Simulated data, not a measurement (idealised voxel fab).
Title: Process Module voxel lift off
Each square cell in cross-section cut measures 5 nm, and the section as a whole is 195 nm wide.
In this document a cross-section is written as a grid of square cells. It is given as a series of bands, listed from the top down, and a band is one or more rows of cells.
Per band: top height and bottom height in nm, followed by the left-to-right materials and their widths in nm; "all across" marks a single material spanning edge to edge, "empty" marks empty space.
Zero point of the height axis is 0; under it, received wafer = one material. Lowest band: continues down indefinitely, "0 nm and below".
Per-row width for "30..40": begins at first number (top row of band), ends at second number (bottom row), increment between rows held constant.
Take "remained the same" at face value: in the step it is given for, the cross-section changed in none of its cells.
Encapsulated voids: empty space of 8 cells or more with no open way to the top, each as width x height at its distance from the left edge, in nm
It should be noted that, on the line of a given step, the content following the step's settings is a remark produced by the simulator itself with respect to that step.
overlay nm: step with mask; distance mask lay right of planned place; negative value = left of planned place.

**Planned process steps**
1. RECEIVE (material Si)
2. CONFORMAL_DEP (material SiO2; thk nm 5)
3. PATTERN (tone open; mask id LINES; material resist; width nm 30; pitch nm 55; thk nm 15; overlay nm 0)
4. DIRECTIONAL_DEP (material Ru; thk nm 5)
5. STRIP (etch materials resist)
6. CONFORMAL_DEP (material SiO2; thk nm 10)
It is noted that the wafers described herein are identical at the outset and are distinguished by the thk nm of step 2; the value stated in the plan corresponds to the first wafer.

**First of several wafers, received after step 1, in cross-section**
> 0 nm and below | Si all across
> Encapsulated voids: none

**Cross-sectional representation of the first of several wafers at the end of the module, i.e. after its terminal step, step 6**
> 20 nm to 15 nm | 45 empty / 50 SiO2 / 5 empty / 50 SiO2 / 45 empty
> 15 nm to 10 nm | SiO2 all across
> 10 nm to 5 nm | 55 SiO2 / 30 Ru / 25 SiO2 / 30 Ru / 55 SiO2
> 5 nm to 0 nm | SiO2 all across
> 0 nm and below | Si all across
> Encapsulated voids: none

**Showing the last wafer in cross-section at the end of the module**
> 35 nm to 30 nm | 45 empty / 50 SiO2 / 5 empty / 50 SiO2 / 45 empty
> 30 nm to 25 nm | SiO2 all across
> 25 nm to 20 nm | 55 SiO2 / 30 Ru / 25 SiO2 / 30 Ru / 55 SiO2
> 20 nm to 0 nm | SiO2 all across
> 0 nm and below | Si all across
> Encapsulated voids: none

**The following table contains a row per wafer, in which are reported, at the conclusion of the module, the cells of each material gained (+) or lost (-) since the wafer's receipt, with its closed voids given thereafter**
thk nm 5; +12 Ru; +125 SiO2; Encapsulated voids: none
thk nm 10; +12 Ru; +164 SiO2; Encapsulated voids: none
thk nm 15; +12 Ru; +203 SiO2; Encapsulated voids: none
thk nm 20; +12 Ru; +242 SiO2; Encapsulated voids: none
